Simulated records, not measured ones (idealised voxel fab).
Title: Process Module voxel quadruple lines
We display cut, a cross-section 165 nm in width whose square cells are each 5 nm.
Each cross-section below is a grid of square cells, stated as bands in top-down order, with one or more rows of cells making up each band. Band entry format. Leading values: height of top, height of bottom, nm. Remainder: materials in left-to-right order, each with its width in nm. Special words: "all across" on a single material, which then fills the band edge to edge; "blank", empty space. Heads up on the height convention: 0 is the point under which the incoming wafer is all one material, and the lowest band has no bottom, it just keeps going down, like "from 0 down". A width given as "30..40" starts at the first number in the band's top row and ends at the second number in its bottom row, shifting by an equal amount at every step from row to row. Given "remains unaltered" for a step, no cell of the cross-section differs between before and after that step. "Closed void table" contains a list of empty spaces, each no smaller than 8 cells and without an open way to the top, written in the form width x height at distance with the distance from the left edge and all three in nm. Step line, after settings: the simulator's comment on this step. On any step carrying a mask, the "overlay nm" setting, if present on the step's line, tells how far right of its planned place the mask lay; negative values point to the left.
**Planned step list for the process**
1: RECEIVE,material Si
2: CONFORMAL_DEP,material SiO2,thk nm 10
3: DIRECTIONAL_DEP,material Ru,thk nm 10
4: DIRECTIONAL_DEP,material polySi,thk nm 20
5: DIRECTIONAL_DEP,material aC,thk nm 25
6: PATTERN,tone cover,mask id MANDREL,material resist,width nm 25,thk nm 35,overlay nm 0
7: DIRECTIONAL_ETCH,etch materials aC,depth nm 25
8: STRIP,etch materials resist
9: CONFORMAL_DEP,material SiO2,thk nm 15
10: DIRECTIONAL_ETCH,etch materials SiO2,depth nm 15
11: STRIP,etch materials aC
12: DIRECTIONAL_ETCH,etch materials polySi,depth nm 20
13: STRIP,etch materials SiO2
14: CONFORMAL_DEP,material SiN,thk nm 5
15: DIRECTIONAL_ETCH,etch materials SiN,depth nm 5
16: STRIP,etch materials polySi
17: DIRECTIONAL_ETCH,etch materials Ru,depth nm 10
18: STRIP,etch materials SiN
19: FILL_DEP,material lowk,thk nm 10
20: CMP,height nm 20
**Incoming wafer, cross-sectional view, post step 1**
- from 0 down | Si all across
- Closed void table: none
**Post-module cross-section of the first of two wafers (run per plan)**
- from 20 to 10 | lowk (50), then Ru (5), then lowk (15), then Ru (5), then lowk (15), then Ru (5), then lowk (15), then Ru (5), then lowk (50)
- from 10 to 0 | SiO2 all across
- from 0 down | Si all across
- Closed void table: none
**Cross-sectional view: second of two wafers, end of module; start and plan identical to the first, one mistake in running**
- from 20 to 10 | lowk (55), then Ru (5), then lowk (15), then Ru (5), then lowk (10), then Ru (5), then lowk (15), then Ru (5), then lowk (50)
- from 10 to 0 | SiO2 all across
- from 0 down | Si all across
- Closed void table: none
Nonconformance to the process plan: step 6 was run on a setting that differed from the plan, and what really ran there is PATTERN,tone cover,mask id MANDREL,material resist,width nm 20,thk nm 35,overlay nm 0
Matching per-material cell counts, mismatched positions: that is how the second wafer compares with the first at the end.
